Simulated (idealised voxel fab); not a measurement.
Process module heading - voxel double patterning
For reference, the cross-section in this document is cut, with width 150 nm and square cells of 5 nm.
Cross-section = grid of square cells, listed top down in bands; band = one or more rows. A band entry consists of two parts. The first gives the height of the band's top and the height of its bottom, in nm. The rest lists the band's materials from left to right, each with its width in nm. A single material labelled with the word "edge to edge" fills the band from edge to edge, and the word "air" marks empty space. A quick word on heights: they are counted from 0, and under that level the wafer as it came to us is one material throughout. The lowest band is different from the rest in having no bottom; it simply continues downward, written as in "0..down". Graded width ("30 to 40"): value in top row of band = first number; value in bottom row = second number; row-to-row change constant. Given "no modifications" for a step, no cell of the cross-section differs between before and after that step. Under "Fully sealed voids" you'll find the enclosed gaps, the ones with no way out to the top, that are 8 cells or bigger; each reads width x height at distance, with distance counted from the left edge, everything in nm. On each step's line, the part that comes after the settings is the simulator's own comment on the step. The setting "overlay nm" may be written on the line of a step. When the step uses a mask, the value reports how far to the right of the planned place the mask lay, and a negative value reports that it lay to the left. Layout of what follows: cross-section pairs, each bracketing one process step, the after cross-section shown only to the lowest band that changed, the step between and its settings noted under each pair. Pairs may originate in different runs of this module on the same starting wafer; a pair continues from the pair above only where its entry headed "Cross-section, before" says so.

[Cross-section, before]
    0..down: Si edge to edge
    Fully sealed voids: none

[Post-Step Cross-Section]
    5..0: SiN edge to edge
    Below 0, the layers are the same as they were.
    Fully sealed voids: none
The process step bridging the two cross-sections above: CONFORMAL_DEP, material SiN, thk nm 5

Cross-section, before: after-step cross-section of the pair just above applies.

[Post-Step Cross-Section]
    25..5: SiO2 edge to edge
    Below 5, the layers are the same as they were.
    Fully sealed voids: none
The process step bridging the two cross-sections above: DIRECTIONAL_DEP, material SiO2, thk nm 20

Cross-section, before: after-step cross-section of the pair just above applies.

[Post-Step Cross-Section]
    30..25: SiCN edge to edge
    Below 25, the layers are the same as they were.
    Fully sealed voids: none
The process step bridging the two cross-sections above: DIRECTIONAL_DEP, material SiCN, thk nm 5

Cross-section, before: after-step cross-section of the pair just above applies.

[Post-Step Cross-Section]
    40..30: aC edge to edge
    Below 30, the layers are the same as they were.
    Fully sealed voids: none
The process step bridging the two cross-sections above: DIRECTIONAL_DEP, material aC, thk nm 10

Cross-section, before: after-step cross-section of the pair just above applies.

[Post-Step Cross-Section]
    65..40: resist 15  air 15  resist 35  air 15  resist 35  air 15  resist 20
    Below 40, the layers are the same as they were.
    Fully sealed voids: none
The process step bridging the two cross-sections above: PATTERN, tone open, mask id FIRST, material resist, width nm 15, pitch nm 50, thk nm 25, overlay nm 0

Cross-section, before: after-step cross-section of the pair just above applies.

[Post-Step Cross-Section]
    55..40: resist 15  air 15  resist 35  air 15  resist 35  air 15  resist 20
    40..30: aC 15  air 15  aC 35  air 15  aC 35  air 15  aC 20
    Below 30, the layers are the same as they were.
    Fully sealed voids: none
The process step bridging the two cross-sections above: DIRECTIONAL_ETCH, etch materials aC, depth nm 10

Cross-section, before: after-step cross-section of the pair just above applies.

[Post-Step Cross-Section]
    40..30: aC 15  air 15  aC 35  air 15  aC 35  air 15  aC 20
    Below 30, the layers are the same as they were.
    Fully sealed voids: none
The process step bridging the two cross-sections above: STRIP, etch materials resist

Cross-section, before: after-step cross-section of the pair just above applies.

[Post-Step Cross-Section]
    40..30: aC 15  air 15  aC 35  air 15  aC 35  air 15  aC 20
    30..25: SiCN 15  air 15  SiCN 35  air 15  SiCN 35  air 15  SiCN 20
    Below 25, the layers are the same as they were.
    Fully sealed voids: none
The process step bridging the two cross-sections above: DIRECTIONAL_ETCH, etch materials SiCN, depth nm 5

Cross-section, before: after-step cross-section of the pair just above applies.

[Post-Step Cross-Section]
    30..25: SiCN 15  air 15  SiCN 35  air 15  SiCN 35  air 15  SiCN 20
    Below 25, the layers are the same as they were.
    Fully sealed voids: none
The process step bridging the two cross-sections above: STRIP, etch materials aC

Cross-section, before: after-step cross-section of the pair just above applies.

[Post-Step Cross-Section]
    45..30: resist 40  air 15  resist 35  air 15  resist 45
    30..25: SiCN 15  resist 15  SiCN 35  resist 15  SiCN 35  resist 15  SiCN 20
    Below 25, the layers are the same as they were.
    Fully sealed voids: none
The process step bridging the two cross-sections above: PATTERN, tone open, mask id SECOND, material resist, width nm 15, pitch nm 50, thk nm 15, overlay nm 0

Cross-section, before: after-step cross-section of the pair just above applies.

[Post-Step Cross-Section]
    45..30: resist 40  air 15  resist 35  air 15  resist 45
    30..25: SiCN 15  resist 15  SiCN 10  air 15  SiCN 10  resist 15  SiCN 10  air 15  SiCN 10  resist 15  SiCN 20
    Below 25, the layers are the same as they were.
    Fully sealed voids: none
The process step bridging the two cross-sections above: DIRECTIONAL_ETCH, etch materials SiCN, depth nm 5

Cross-section, before: after-step cross-section of the pair just above applies.

[Post-Step Cross-Section]
    30..25: SiCN 15  air 15  SiCN 10  air 15  SiCN 10  air 15  SiCN 10  air 15  SiCN 10  air 15  SiCN 20
    Below 25, the layers are the same as they were.
    Fully sealed voids: none
The process step bridging the two cross-sections above: STRIP, etch materials resist

Cross-section, before: after-step cross-section of the pair just above applies.

[Post-Step Cross-Section]
    30..25: SiCN 15  air 15  SiCN 10  air 15  SiCN 10  air 15  SiCN 10  air 15  SiCN 10  air 15  SiCN 20
    25..5: SiO2 15  air 15  SiO2 10  air 15  SiO2 10  air 15  SiO2 10  air 15  SiO2 10  air 15  SiO2 20
    Below 5, the layers are the same as they were.
    Fully sealed voids: none
The process step bridging the two cross-sections above: DIRECTIONAL_ETCH, etch materials SiO2, depth nm 20

Cross-section, before: after-step cross-section of the pair just above applies.

[Post-Step Cross-Section]
    25..5: SiO2 15  air 15  SiO2 10  air 15  SiO2 10  air 15  SiO2 10  air 15  SiO2 10  air 15  SiO2 20
    Below 5, the layers are the same as they were.
    Fully sealed voids: none
The process step bridging the two cross-sections above: STRIP, etch materials SiCN

[Cross-section, before]
    0..down: Si edge to edge
    Fully sealed voids: none

[Post-Step Cross-Section]
    20..0: SiO2 edge to edge
    Below 0, the layers are the same as they were.
    Fully sealed voids: none
The process step bridging the two cross-sections above: DIRECTIONAL_DEP, material SiO2, thk nm 20

Cross-section, before: after-step cross-section of the pair just above applies.

[Post-Step Cross-Section]
    25..20: SiCN edge to edge
    Below 20, the layers are the same as they were.
    Fully sealed voids: none
The process step bridging the two cross-sections above: DIRECTIONAL_DEP, material SiCN, thk nm 5

Cross-section, before: after-step cross-section of the pair just above applies.

[Post-Step Cross-Section]
    35..25: aC edge to edge
    Below 25, the layers are the same as they were.
    Fully sealed voids: none
The process step bridging the two cross-sections above: DIRECTIONAL_DEP, material aC, thk nm 10

Cross-section, before: after-step cross-section of the pair just above applies.

[Post-Step Cross-Section]
    60..35: resist 15  air 15  resist 35  air 15  resist 35  air 15  resist 20
    Below 35, the layers are the same as they were.
    Fully sealed voids: none
The process step bridging the two cross-sections above: PATTERN, tone open, mask id FIRST, material resist, width nm 15, pitch nm 50, thk nm 25, overlay nm 0

Cross-section, before: after-step cross-section of the pair just above applies.

[Post-Step Cross-Section]
    50..35: resist 15  air 15  resist 35  air 15  resist 35  air 15  resist 20
    35..25: aC 15  air 15  aC 35  air 15  aC 35  air 15  aC 20
    Below 25, the layers are the same as they were.
    Fully sealed voids: none
The process step bridging the two cross-sections above: DIRECTIONAL_ETCH, etch materials aC, depth nm 10

Cross-section, before: after-step cross-section of the pair just above applies.

[Post-Step Cross-Section]
    35..25: aC 15  air 15  aC 35  air 15  aC 35  air 15  aC 20
    Below 25, the layers are the same as they were.
    Fully sealed voids: none
The process step bridging the two cross-sections above: STRIP, etch materials resist

Cross-section, before: after-step cross-section of the pair just above applies.

[Post-Step Cross-Section]
    35..25: aC 15  air 15  aC 35  air 15  aC 35  air 15  aC 20
    25..20: SiCN 15  air 15  SiCN 35  air 15  SiCN 35  air 15  SiCN 20
    Below 20, the layers are the same as they were.
    Fully sealed voids: none
The process step bridging the two cross-sections above: DIRECTIONAL_ETCH, etch materials SiCN, depth nm 5

Cross-section, before: after-step cross-section of the pair just above applies.

[Post-Step Cross-Section]
    25..20: SiCN 15  air 15  SiCN 35  air 15  SiCN 35  air 15  SiCN 20
    Below 20, the layers are the same as they were.
    Fully sealed voids: none
The process step bridging the two cross-sections above: STRIP, etch materials aC

Cross-section, before: after-step cross-section of the pair just above applies.

[Post-Step Cross-Section]
    40..25: resist 40  air 15  resist 35  air 15  resist 45
    25..20: SiCN 15  resist 15  SiCN 35  resist 15  SiCN 35  resist 15  SiCN 20
    Below 20, the layers are the same as they were.
    Fully sealed voids: none
The process step bridging the two cross-sections above: PATTERN, tone open, mask id SECOND, material resist, width nm 15, pitch nm 50, thk nm 15, overlay nm 0

Cross-section, before: after-step cross-section of the pair just above applies.

[Post-Step Cross-Section]
    40..25: resist 40  air 15  resist 35  air 15  resist 45
    25..20: SiCN 15  resist 15  SiCN 10  air 15  SiCN 10  resist 15  SiCN 10  air 15  SiCN 10  resist 15  SiCN 20
    Below 20, the layers are the same as they were.
    Fully sealed voids: none
The process step bridging the two cross-sections above: DIRECTIONAL_ETCH, etch materials SiCN, depth nm 5

Cross-section, before: after-step cross-section of the pair just above applies.

[Post-Step Cross-Section]
    25..20: SiCN 15  air 15  SiCN 10  air 15  SiCN 10  air 15  SiCN 10  air 15  SiCN 10  air 15  SiCN 20
    Below 20, the layers are the same as they were.
    Fully sealed voids: none
The process step bridging the two cross-sections above: STRIP, etch materials resist

Cross-section, before: after-step cross-section of the pair just above applies.

[Post-Step Cross-Section]
    25..20: SiCN 15  air 15  SiCN 10  air 15  SiCN 10  air 15  SiCN 10  air 15  SiCN 10  air 15  SiCN 20
    20..0: SiO2 15  air 15  SiO2 10  air 15  SiO2 10  air 15  SiO2 10  air 15  SiO2 10  air 15  SiO2 20
    Below 0, the layers are the same as they were.
    Fully sealed voids: none
The process step bridging the two cross-sections above: DIRECTIONAL_ETCH, etch materials SiO2, depth nm 20

Cross-section, before: after-step cross-section of the pair just above applies.

[Post-Step Cross-Section]
    20..0: SiO2 15  air 15  SiO2 10  air 15  SiO2 10  air 15  SiO2 10  air 15  SiO2 10  air 15  SiO2 20
    Below 0, the layers are the same as they were.
    Fully sealed voids: none
The process step bridging the two cross-sections above: STRIP, etch materials SiCN

[Cross-section, before]
    25..5: SiO2 edge to edge
    5..0: SiN edge to edge
    0..down: Si edge to edge
    Fully sealed voids: none

[Post-Step Cross-Section]
    45..5: SiO2 edge to edge
    Below 5, the layers are the same as they were.
    Fully sealed voids: none
The process step bridging the two cross-sections above: DIRECTIONAL_DEP, material SiO2, thk nm 20

Cross-section, before: after-step cross-section of the pair just above applies.

[Post-Step Cross-Section]
    50..45: SiCN edge to edge
    Below 45, the layers are the same as they were.
    Fully sealed voids: none
The process step bridging the two cross-sections above: DIRECTIONAL_DEP, material SiCN, thk nm 5

Cross-section, before: after-step cross-section of the pair just above applies.

[Post-Step Cross-Section]
    60..50: aC edge to edge
    Below 50, the layers are the same as they were.
    Fully sealed voids: none
The process step bridging the two cross-sections above: DIRECTIONAL_DEP, material aC, thk nm 10

Cross-section, before: after-step cross-section of the pair just above applies.

[Post-Step Cross-Section]
    85..60: resist 15  air 15  resist 35  air 15  resist 35  air 15  resist 20
    Below 60, the layers are the same as they were.
    Fully sealed voids: none
The process step bridging the two cross-sections above: PATTERN, tone open, mask id FIRST, material resist, width nm 15, pitch nm 50, thk nm 25, overlay nm 0

Cross-section, before: after-step cross-section of the pair just above applies.

[Post-Step Cross-Section]
    75..60: resist 15  air 15  resist 35  air 15  resist 35  air 15  resist 20
    60..50: aC 15  air 15  aC 35  air 15  aC 35  air 15  aC 20
    Below 50, the layers are the same as they were.
    Fully sealed voids: none
The process step bridging the two cross-sections above: DIRECTIONAL_ETCH, etch materials aC, depth nm 10

Cross-section, before: after-step cross-section of the pair just above applies.

[Post-Step Cross-Section]
    60..50: aC 15  air 15  aC 35  air 15  aC 35  air 15  aC 20
    Below 50, the layers are the same as they were.
    Fully sealed voids: none
The process step bridging the two cross-sections above: STRIP, etch materials resist

Cross-section, before: after-step cross-section of the pair just above applies.

[Post-Step Cross-Section]
    60..50: aC 15  air 15  aC 35  air 15  aC 35  air 15  aC 20
    50..45: SiCN 15  air 15  SiCN 35  air 15  SiCN 35  air 15  SiCN 20
    Below 45, the layers are the same as they were.
    Fully sealed voids: none
The process step bridging the two cross-sections above: DIRECTIONAL_ETCH, etch materials SiCN, depth nm 5

Cross-section, before: after-step cross-section of the pair just above applies.

[Post-Step Cross-Section]
    50..45: SiCN 15  air 15  SiCN 35  air 15  SiCN 35  air 15  SiCN 20
    Below 45, the layers are the same as they were.
    Fully sealed voids: none
The process step bridging the two cross-sections above: STRIP, etch materials aC

Cross-section, before: after-step cross-section of the pair just above applies.

[Post-Step Cross-Section]
    65..50: resist 40  air 15  resist 35  air 15  resist 45
    50..45: SiCN 15  resist 15  SiCN 35  resist 15  SiCN 35  resist 15  SiCN 20
    Below 45, the layers are the same as they were.
    Fully sealed voids: none
The process step bridging the two cross-sections above: PATTERN, tone open, mask id SECOND, material resist, width nm 15, pitch nm 50, thk nm 15, overlay nm 0

Cross-section, before: after-step cross-section of the pair just above applies.

[Post-Step Cross-Section]
    65..50: resist 40  air 15  resist 35  air 15  resist 45
    50..45: SiCN 15  resist 15  SiCN 10  air 15  SiCN 10  resist 15  SiCN 10  air 15  SiCN 10  resist 15  SiCN 20
    Below 45, the layers are the same as they were.
    Fully sealed voids: none
The process step bridging the two cross-sections above: DIRECTIONAL_ETCH, etch materials SiCN, depth nm 5

Cross-section, before: after-step cross-section of the pair just above applies.

[Post-Step Cross-Section]
    50..45: SiCN 15  air 15  SiCN 10  air 15  SiCN 10  air 15  SiCN 10  air 15  SiCN 10  air 15  SiCN 20
    Below 45, the layers are the same as they were.
    Fully sealed voids: none
The process step bridging the two cross-sections above: STRIP, etch materials resist

Cross-section, before: after-step cross-section of the pair just above applies.

[Post-Step Cross-Section]
    50..45: SiCN 15  air 15  SiCN 10  air 15  SiCN 10  air 15  SiCN 10  air 15  SiCN 10  air 15  SiCN 20
    45..25: SiO2 15  air 15  SiO2 10  air 15  SiO2 10  air 15  SiO2 10  air 15  SiO2 10  air 15  SiO2 20
    Below 25, the layers are the same as they were.
    Fully sealed voids: none
The process step bridging the two cross-sections above: DIRECTIONAL_ETCH, etch materials SiO2, depth nm 20

Cross-section, before: after-step cross-section of the pair just above applies.

[Post-Step Cross-Section]
    45..25: SiO2 15  air 15  SiO2 10  air 15  SiO2 10  air 15  SiO2 10  air 15  SiO2 10  air 15  SiO2 20
    Below 25, the layers are the same as they were.
    Fully sealed voids: none
The process step bridging the two cross-sections above: STRIP, etch materials SiCN

[Cross-section, before]
    20..0: SiO2 edge to edge
    0..down: Si edge to edge
    Fully sealed voids: none

[Post-Step Cross-Section]
    25..20: SiN edge to edge
    Below 20, the layers are the same as they were.
    Fully sealed voids: none
The process step bridging the two cross-sections above: CONFORMAL_DEP, material SiN, thk nm 5

Cross-section, before: after-step cross-section of the pair just above applies.

[Post-Step Cross-Section]
    30..25: SiCN edge to edge
    Below 25, the layers are the same as they were.
    Fully sealed voids: none
The process step bridging the two cross-sections above: DIRECTIONAL_DEP, material SiCN, thk nm 5

Cross-section, before: after-step cross-section of the pair just above applies.

[Post-Step Cross-Section]
    40..30: aC edge to edge
    Below 30, the layers are the same as they were.
    Fully sealed voids: none
The process step bridging the two cross-sections above: DIRECTIONAL_DEP, material aC, thk nm 10

Cross-section, before: after-step cross-section of the pair just above applies.

[Post-Step Cross-Section]
    65..40: resist 15  air 15  resist 35  air 15  resist 35  air 15  resist 20
    Below 40, the layers are the same as they were.
    Fully sealed voids: none
The process step bridging the two cross-sections above: PATTERN, tone open, mask id FIRST, material resist, width nm 15, pitch nm 50, thk nm 25, overlay nm 0

Cross-section, before: after-step cross-section of the pair just above applies.

[Post-Step Cross-Section]
    55..40: resist 15  air 15  resist 35  air 15  resist 35  air 15  resist 20
    40..30: aC 15  air 15  aC 35  air 15  aC 35  air 15  aC 20
    Below 30, the layers are the same as they were.
    Fully sealed voids: none
The process step bridging the two cross-sections above: DIRECTIONAL_ETCH, etch materials aC, depth nm 10

Cross-section, before: after-step cross-section of the pair just above applies.

[Post-Step Cross-Section]
    40..30: aC 15  air 15  aC 35  air 15  aC 35  air 15  aC 20
    Below 30, the layers are the same as they were.
    Fully sealed voids: none
The process step bridging the two cross-sections above: STRIP, etch materials resist

Cross-section, before: after-step cross-section of the pair just above applies.

[Post-Step Cross-Section]
    40..30: aC 15  air 15  aC 35  air 15  aC 35  air 15  aC 20
    30..25: SiCN 15  air 15  SiCN 35  air 15  SiCN 35  air 15  SiCN 20
    Below 25, the layers are the same as they were.
    Fully sealed voids: none
The process step bridging the two cross-sections above: DIRECTIONAL_ETCH, etch materials SiCN, depth nm 5

Cross-section, before: after-step cross-section of the pair just above applies.

[Post-Step Cross-Section]
    30..25: SiCN 15  air 15  SiCN 35  air 15  SiCN 35  air 15  SiCN 20
    Below 25, the layers are the same as they were.
    Fully sealed voids: none
The process step bridging the two cross-sections above: STRIP, etch materials aC

Cross-section, before: after-step cross-section of the pair just above applies.

[Post-Step Cross-Section]
    45..30: resist 40  air 15  resist 35  air 15  resist 45
    30..25: SiCN 15  resist 15  SiCN 35  resist 15  SiCN 35  resist 15  SiCN 20
    Below 25, the layers are the same as they were.
    Fully sealed voids: none
The process step bridging the two cross-sections above: PATTERN, tone open, mask id SECOND, material resist, width nm 15, pitch nm 50, thk nm 15, overlay nm 0

Cross-section, before: after-step cross-section of the pair just above applies.

[Post-Step Cross-Section]
    45..30: resist 40  air 15  resist 35  air 15  resist 45
    30..25: SiCN 15  resist 15  SiCN 10  air 15  SiCN 10  resist 15  SiCN 10  air 15  SiCN 10  resist 15  SiCN 20
    Below 25, the layers are the same as they were.
    Fully sealed voids: none
The process step bridging the two cross-sections above: DIRECTIONAL_ETCH, etch materials SiCN, depth nm 5

Cross-section, before: after-step cross-section of the pair just above applies.

[Post-Step Cross-Section]
    30..25: SiCN 15  air 15  SiCN 10  air 15  SiCN 10  air 15  SiCN 10  air 15  SiCN 10  air 15  SiCN 20
    Below 25, the layers are the same as they were.
    Fully sealed voids: none
The process step bridging the two cross-sections above: STRIP, etch materials resist

Cross-section, before: after-step cross-section of the pair just above applies.

[Post-Step Cross-Section]
    25..20: SiN edge to edge
    Below 20, the layers are the same as they were.
    Fully sealed voids: none
The process step bridging the two cross-sections above: STRIP, etch materials SiCN

[Cross-section, before]
    30..25: SiCN 15  air 15  SiCN 10  air 15  SiCN 10  air 15  SiCN 10  air 15  SiCN 10  air 15  SiCN 20
    25..5: SiO2 edge to edge
    5..0: SiN edge to edge
    0..down: Si edge to edge
    Fully sealed voids: none

[Post-Step Cross-Section]
    30..25: SiCN 15  air 15  SiCN 10  air 15  SiCN 10  air 15  SiCN 10  air 15  SiCN 10  air 15  SiCN 20
    25..15: SiO2 15  air 15  SiO2 10  air 15  SiO2 10  air 15  SiO2 10  air 15  SiO2 10  air 15  SiO2 20
    Below 15, the layers are the same as they were.
    Fully sealed voids: none
The process step bridging the two cross-sections above: DIRECTIONAL_ETCH, etch materials SiO2, depth nm 10

Cross-section, before: after-step cross-section of the pair just above applies.

[Post-Step Cross-Section]
    25..15: SiO2 15  air 15  SiO2 10  air 15  SiO2 10  air 15  SiO2 10  air 15  SiO2 10  air 15  SiO2 20
    Below 15, the layers are the same as they were.
    Fully sealed voids: none
The process step bridging the two cross-sections above: STRIP, etch materials SiCN

[Cross-section, before]
    40..30: aC edge to edge
    30..25: SiCN edge to edge
    25..5: SiO2 edge to edge
    5..0: SiN edge to edge
    0..down: Si edge to edge
    Fully sealed voids: none

[Post-Step Cross-Section]
    65..40: resist 15  air 20  resist 30  air 20  resist 30  air 20  resist 15
    Below 40, the layers are the same as they were.
    Fully sealed voids: none
The process step bridging the two cross-sections above: PATTERN, tone open, mask id FIRST, material resist, width nm 20, pitch nm 50, thk nm 25, overlay nm 0

Cross-section, before: after-step cross-section of the pair just above applies.

[Post-Step Cross-Section]
    55..40: resist 15  air 20  resist 30  air 20  resist 30  air 20  resist 15
    40..30: aC 15  air 20  aC 30  air 20  aC 30  air 20  aC 15
    Below 30, the layers are the same as they were.
    Fully sealed voids: none
The process step bridging the two cross-sections above: DIRECTIONAL_ETCH, etch materials aC, depth nm 10

Cross-section, before: after-step cross-section of the pair just above applies.

[Post-Step Cross-Section]
    40..30: aC 15  air 20  aC 30  air 20  aC 30  air 20  aC 15
    Below 30, the layers are the same as they were.
    Fully sealed voids: none
The process step bridging the two cross-sections above: STRIP, etch materials resist

Cross-section, before: after-step cross-section of the pair just above applies.

[Post-Step Cross-Section]
    40..30: aC 15  air 20  aC 30  air 20  aC 30  air 20  aC 15
    30..25: SiCN 15  air 20  SiCN 30  air 20  SiCN 30  air 20  SiCN 15
    Below 25, the layers are the same as they were.
    Fully sealed voids: none
The process step bridging the two cross-sections above: DIRECTIONAL_ETCH, etch materials SiCN, depth nm 5

Cross-section, before: after-step cross-section of the pair just above applies.

[Post-Step Cross-Section]
    30..25: SiCN 15  air 20  SiCN 30  air 20  SiCN 30  air 20  SiCN 15
    Below 25, the layers are the same as they were.
    Fully sealed voids: none
The process step bridging the two cross-sections above: STRIP, etch materials aC

Cross-section, before: after-step cross-section of the pair just above applies.

[Post-Step Cross-Section]
    45..30: resist 40  air 15  resist 35  air 15  resist 45
    30..25: SiCN 15  resist 20  SiCN 30  resist 20  SiCN 30  resist 20  SiCN 15
    Below 25, the layers are the same as they were.
    Fully sealed voids: none
The process step bridging the two cross-sections above: PATTERN, tone open, mask id SECOND, material resist, width nm 15, pitch nm 50, thk nm 15, overlay nm 0

Cross-section, before: after-step cross-section of the pair just above applies.

[Post-Step Cross-Section]
    45..30: resist 40  air 15  resist 35  air 15  resist 45
    30..25: SiCN 15  resist 20  SiCN 5  air 15  SiCN 10  resist 20  SiCN 5  air 15  SiCN 10  resist 20  SiCN 15
    Below 25, the layers are the same as they were.
    Fully sealed voids: none
The process step bridging the two cross-sections above: DIRECTIONAL_ETCH, etch materials SiCN, depth nm 5

Cross-section, before: after-step cross-section of the pair just above applies.

[Post-Step Cross-Section]
    30..25: SiCN 15  air 20  SiCN 5  air 15  SiCN 10  air 20  SiCN 5  air 15  SiCN 10  air 20  SiCN 15
    Below 25, the layers are the same as they were.
    Fully sealed voids: none
The process step bridging the two cross-sections above: STRIP, etch materials resist

Cross-section, before: after-step cross-section of the pair just above applies.

[Post-Step Cross-Section]
    30..25: SiCN 15  air 20  SiCN 5  air 15  SiCN 10  air 20  SiCN 5  air 15  SiCN 10  air 20  SiCN 15
    25..5: SiO2 15  air 20  SiO2 5  air 15  SiO2 10  air 20  SiO2 5  air 15  SiO2 10  air 20  SiO2 15
    Below 5, the layers are the same as they were.
    Fully sealed voids: none
The process step bridging the two cross-sections above: DIRECTIONAL_ETCH, etch materials SiO2, depth nm 20

Cross-section, before: after-step cross-section of the pair just above applies.

[Post-Step Cross-Section]
    25..5: SiO2 15  air 20  SiO2 5  air 15  SiO2 10  air 20  SiO2 5  air 15  SiO2 10  air 20  SiO2 15
    Below 5, the layers are the same as they were.
    Fully sealed voids: none
The process step bridging the two cross-sections above: STRIP, etch materials SiCN

[Cross-section, before]
    30..25: SiCN 15  air 15  SiCN 35  air 15  SiCN 35  air 15  SiCN 20
    25..5: SiO2 edge to edge
    5..0: SiN edge to edge
    0..down: Si edge to edge
    Fully sealed voids: none

[Post-Step Cross-Section]
    45..30: resist 30  air 15  resist 35  air 15  resist 55
    30..25: SiCN 15  resist 15  SiCN 35  resist 15  SiCN 35  resist 15  SiCN 20
    Below 25, the layers are the same as they were.
    Fully sealed voids: none
The process step bridging the two cross-sections above: PATTERN, tone open, mask id SECOND, material resist, width nm 15, pitch nm 50, thk nm 15, overlay nm -10

Cross-section, before: after-step cross-section of the pair just above applies.

[Post-Step Cross-Section]
    45..30: resist 30  air 15  resist 35  air 15  resist 55
    30..25: SiCN 15  resist 15  air 15  SiCN 20  resist 15  air 15  SiCN 20  resist 15  SiCN 20
    Below 25, the layers are the same as they were.
    Fully sealed voids: none
The process step bridging the two cross-sections above: DIRECTIONAL_ETCH, etch materials SiCN, depth nm 5

Cross-section, before: after-step cross-section of the pair just above applies.

[Post-Step Cross-Section]
    30..25: SiCN 15  air 30  SiCN 20  air 30  SiCN 20  air 15  SiCN 20
    Below 25, the layers are the same as they were.
    Fully sealed voids: none
The process step bridging the two cross-sections above: STRIP, etch materials resist

Cross-section, before: after-step cross-section of the pair just above applies.

[Post-Step Cross-Section]
    30..25: SiCN 15  air 30  SiCN 20  air 30  SiCN 20  air 15  SiCN 20
    25..5: SiO2 15  air 30  SiO2 20  air 30  SiO2 20  air 15  SiO2 20
    Below 5, the layers are the same as they were.
    Fully sealed voids: none
The process step bridging the two cross-sections above: DIRECTIONAL_ETCH, etch materials SiO2, depth nm 20

Cross-section, before: after-step cross-section of the pair just above applies.

[Post-Step Cross-Section]
    25..5: SiO2 15  air 30  SiO2 20  air 30  SiO2 20  air 15  SiO2 20
    Below 5, the layers are the same as they were.
    Fully sealed voids: none
The process step bridging the two cross-sections above: STRIP, etch materials SiCN

[Cross-section, before]
    0..down: Si edge to edge
    Fully sealed voids: none

[Post-Step Cross-Section]
    5..0: aC edge to edge
    Below 0, the layers are the same as they were.
    Fully sealed voids: none
The process step bridging the two cross-sections above: CONFORMAL_DEP, material aC, thk nm 5

Cross-section, before: after-step cross-section of the pair just above applies.

[Post-Step Cross-Section]
    25..5: SiO2 edge to edge
    Below 5, the layers are the same as they were.
    Fully sealed voids: none
The process step bridging the two cross-sections above: DIRECTIONAL_DEP, material SiO2, thk nm 20

Cross-section, before: after-step cross-section of the pair just above applies.

[Post-Step Cross-Section]
    30..25: SiCN edge to edge
    Below 25, the layers are the same as they were.
    Fully sealed voids: none
The process step bridging the two cross-sections above: DIRECTIONAL_DEP, material SiCN, thk nm 5

Cross-section, before: after-step cross-section of the pair just above applies.

[Post-Step Cross-Section]
    40..30: aC edge to edge
    Below 30, the layers are the same as they were.
    Fully sealed voids: none
The process step bridging the two cross-sections above: DIRECTIONAL_DEP, material aC, thk nm 10

Cross-section, before: after-step cross-section of the pair just above applies.

[Post-Step Cross-Section]
    65..40: resist 15  air 15  resist 35  air 15  resist 35  air 15  resist 20
    Below 40, the layers are the same as they were.
    Fully sealed voids: none
The process step bridging the two cross-sections above: PATTERN, tone open, mask id FIRST, material resist, width nm 15, pitch nm 50, thk nm 25, overlay nm 0

Cross-section, before: after-step cross-section of the pair just above applies.

[Post-Step Cross-Section]
    55..40: resist 15  air 15  resist 35  air 15  resist 35  air 15  resist 20
    40..30: aC 15  air 15  aC 35  air 15  aC 35  air 15  aC 20
    Below 30, the layers are the same as they were.
    Fully sealed voids: none
The process step bridging the two cross-sections above: DIRECTIONAL_ETCH, etch materials aC, depth nm 10

Cross-section, before: after-step cross-section of the pair just above applies.

[Post-Step Cross-Section]
    40..30: aC 15  air 15  aC 35  air 15  aC 35  air 15  aC 20
    Below 30, the layers are the same as they were.
    Fully sealed voids: none
The process step bridging the two cross-sections above: STRIP, etch materials resist

Cross-section, before: after-step cross-section of the pair just above applies.

[Post-Step Cross-Section]
    40..30: aC 15  air 15  aC 35  air 15  aC 35  air 15  aC 20
    30..25: SiCN 15  air 15  SiCN 35  air 15  SiCN 35  air 15  SiCN 20
    Below 25, the layers are the same as they were.
    Fully sealed voids: none
The process step bridging the two cross-sections above: DIRECTIONAL_ETCH, etch materials SiCN, depth nm 5

Cross-section, before: after-step cross-section of the pair just above applies.

[Post-Step Cross-Section]
    30..25: SiCN 15  air 15  SiCN 35  air 15  SiCN 35  air 15  SiCN 20
    Below 25, the layers are the same as they were.
    Fully sealed voids: none
The process step bridging the two cross-sections above: STRIP, etch materials aC

Cross-section, before: after-step cross-section of the pair just above applies.

[Post-Step Cross-Section]
    45..30: resist 40  air 15  resist 35  air 15  resist 45
    30..25: SiCN 15  resist 15  SiCN 35  resist 15  SiCN 35  resist 15  SiCN 20
    Below 25, the layers are the same as they were.
    Fully sealed voids: none
The process step bridging the two cross-sections above: PATTERN, tone open, mask id SECOND, material resist, width nm 15, pitch nm 50, thk nm 15, overlay nm 0

Cross-section, before: after-step cross-section of the pair just above applies.

[Post-Step Cross-Section]
    45..30: resist 40  air 15  resist 35  air 15  resist 45
    30..25: SiCN 15  resist 15  SiCN 10  air 15  SiCN 10  resist 15  SiCN 10  air 15  SiCN 10  resist 15  SiCN 20
    Below 25, the layers are the same as they were.
    Fully sealed voids: none
The process step bridging the two cross-sections above: DIRECTIONAL_ETCH, etch materials SiCN, depth nm 5

Cross-section, before: after-step cross-section of the pair just above applies.

[Post-Step Cross-Section]
    30..25: SiCN 15  air 15  SiCN 10  air 15  SiCN 10  air 15  SiCN 10  air 15  SiCN 10  air 15  SiCN 20
    Below 25, the layers are the same as they were.
    Fully sealed voids: none
The process step bridging the two cross-sections above: STRIP, etch materials resist

Cross-section, before: after-step cross-section of the pair just above applies.

[Post-Step Cross-Section]
    30..25: SiCN 15  air 15  SiCN 10  air 15  SiCN 10  air 15  SiCN 10  air 15  SiCN 10  air 15  SiCN 20
    25..5: SiO2 15  air 15  SiO2 10  air 15  SiO2 10  air 15  SiO2 10  air 15  SiO2 10  air 15  SiO2 20
    Below 5, the layers are the same as they were.
    Fully sealed voids: none
The process step bridging the two cross-sections above: DIRECTIONAL_ETCH, etch materials SiO2, depth nm 20

Cross-section, before: after-step cross-section of the pair just above applies.

[Post-Step Cross-Section]
    25..5: SiO2 15  air 15  SiO2 10  air 15  SiO2 10  air 15  SiO2 10  air 15  SiO2 10  air 15  SiO2 20
    Below 5, the layers are the same as they were.
    Fully sealed voids: none
The process step bridging the two cross-sections above: STRIP, etch materials SiCN
